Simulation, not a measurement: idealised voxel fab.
Process module heading - voxel gate over fins
Cross-section cut spans 200 nm and uses square cells 5 nm in size.
A cross-section is written here as square cells arranged in a grid, and it is given in bands from the top down, each band taking up one or more rows of cells. A band entry consists of two parts. The first gives the height of the band's top and the height of its bottom, in nm. The rest lists the band's materials from left to right, each with its width in nm. A single material labelled with the word "everywhere" fills the band from edge to edge, and the word "blank" marks empty space. Height datum 0, below which the as-received substrate wafer is one material. Lowest band open at the bottom, running downward: "0 and below". So if you see something like "30 to 40" for the width, read it as the top row of the band sitting at the first number and the bottom row at the second, with every row in between moving by the same amount as the last. When a step is marked "same as before", none of the cells in the cross-section changed during that step. Entry "Voids, fully enclosed" = empty spaces >= 8 cells with no open way to the top; each as width x height at distance, distance from left edge, all nm. Text after the settings on a step's line: the simulator's own remark on that step. A step's line can hold "overlay nm"; with a mask on that step, the setting says how far right of the planned place the mask lay, while a negative setting says it lay to the left.

Intended process steps
1. op RECEIVE | material Si
2. op CONFORMAL_DEP | material SiN | thk nm 5
3. op PATTERN | tone cover | mask id FINS | material resist | width nm 15 | pitch nm 50 | thk nm 15 | overlay nm 0
4. op DIRECTIONAL_ETCH | etch materials SiN | depth nm 5
5. op DIRECTIONAL_ETCH | etch materials Si | depth nm 30
6. op STRIP | etch materials resist
7. op FILL_DEP | material SiO2 | thk nm 15
8. op CMP | height nm 5
9. op MASKED_ETCH | tone open | mask id RAIL | width nm 15 | etch materials SiO2 | depth nm 30 | overlay nm 0
10. op CONFORMAL_DEP | material TiN | thk nm 5
11. op FILL_DEP | material W | thk nm 5
12. op CMP | height nm 5
13. op SELECTIVE_ETCH | etch materials W Ru TiN | depth nm 25
14. op FILL_DEP | material SiO2 | thk nm 5
15. op CMP | height nm 5
16. op SELECTIVE_ETCH | etch materials SiO2 | depth nm 15
17. op STRIP | etch materials SiN
18. op CONFORMAL_DEP | material HfO2 | thk nm 5
19. op CONFORMAL_DEP | material TiN | thk nm 5
20. op FILL_DEP | material W | thk nm 15
21. op CMP | height nm 20
22. op CONFORMAL_DEP | material SiN | thk nm 5

Here's what the wafer looked like in cross-section when it arrived - that's after step 1
  0 and below: Si everywhere
  Voids, fully enclosed: none

End-of-module XS, first of two wafers, run as planned
  25 down to 20: SiN everywhere
  20 down to 10: W everywhere
  10 down to 5: W: 5, then TiN: 35, then W: 15, then TiN: 35, then W: 15, then TiN: 35, then W: 15, then TiN: 35, then W: 10
  5 down to 0: W: 5, then TiN: 5, then HfO2: 25, then TiN: 5, then W: 15, then TiN: 5, then HfO2: 25, then TiN: 5, then W: 15, then TiN: 5, then HfO2: 25, then TiN: 5, then W: 15, then TiN: 5, then HfO2: 25, then TiN: 5, then W: 10
  0 down to -5: TiN: 10, then HfO2: 5, then Si: 15, then HfO2: 5, then TiN: 25, then HfO2: 5, then Si: 15, then HfO2: 5, then TiN: 25, then HfO2: 5, then Si: 15, then HfO2: 5, then TiN: 25, then HfO2: 5, then Si: 15, then HfO2: 5, then TiN: 15
  -5 down to -10: HfO2: 15, then Si: 15, then HfO2: 35, then Si: 15, then HfO2: 35, then Si: 15, then HfO2: 35, then Si: 15, then HfO2: 20
  -10 down to -20: SiO2: 15, then Si: 15, then SiO2: 35, then Si: 15, then SiO2: 35, then Si: 15, then SiO2: 35, then Si: 15, then SiO2: 20
  -20 down to -25: SiO2: 15, then Si: 15, then SiO2: 10, then TiN: 15, then SiO2: 10, then Si: 15, then SiO2: 35, then Si: 15, then SiO2: 35, then Si: 15, then SiO2: 20
  -25 down to -30: SiO2: 15, then Si: 15, then SiO2: 35, then Si: 15, then SiO2: 35, then Si: 15, then SiO2: 35, then Si: 15, then SiO2: 20
  -30 and below: Si everywhere
  Voids, fully enclosed: none

Cross-section at end of module for the second wafer of two, which matched the first in starting point and plan and differed by one mistake in its processing
  25 down to 20: SiN everywhere
  20 down to 10: W everywhere
  10 down to 5: W: 5, then TiN: 35, then W: 15, then TiN: 35, then W: 15, then TiN: 35, then W: 15, then TiN: 35, then W: 10
  5 down to 0: W: 5, then TiN: 5, then Ru: 25, then TiN: 5, then W: 15, then TiN: 5, then Ru: 25, then TiN: 5, then W: 15, then TiN: 5, then Ru: 25, then TiN: 5, then W: 15, then TiN: 5, then Ru: 25, then TiN: 5, then W: 10
  0 down to -5: TiN: 10, then Ru: 5, then Si: 15, then Ru: 5, then TiN: 25, then Ru: 5, then Si: 15, then Ru: 5, then TiN: 25, then Ru: 5, then Si: 15, then Ru: 5, then TiN: 25, then Ru: 5, then Si: 15, then Ru: 5, then TiN: 15
  -5 down to -10: Ru: 15, then Si: 15, then Ru: 35, then Si: 15, then Ru: 35, then Si: 15, then Ru: 35, then Si: 15, then Ru: 20
  -10 down to -20: SiO2: 15, then Si: 15, then SiO2: 35, then Si: 15, then SiO2: 35, then Si: 15, then SiO2: 35, then Si: 15, then SiO2: 20
  -20 down to -25: SiO2: 15, then Si: 15, then SiO2: 10, then TiN: 15, then SiO2: 10, then Si: 15, then SiO2: 35, then Si: 15, then SiO2: 35, then Si: 15, then SiO2: 20
  -25 down to -30: SiO2: 15, then Si: 15, then SiO2: 35, then Si: 15, then SiO2: 35, then Si: 15, then SiO2: 35, then Si: 15, then SiO2: 20
  -30 and below: Si everywhere
  Voids, fully enclosed: none
What broke from the plan during processing? contrary to plan, step 18 was performed as op CONFORMAL_DEP | material Ru | thk nm 5
At the finish, the second wafer shows more or fewer cells for some materials than the first does: -56 HfO2 | +56 Ru
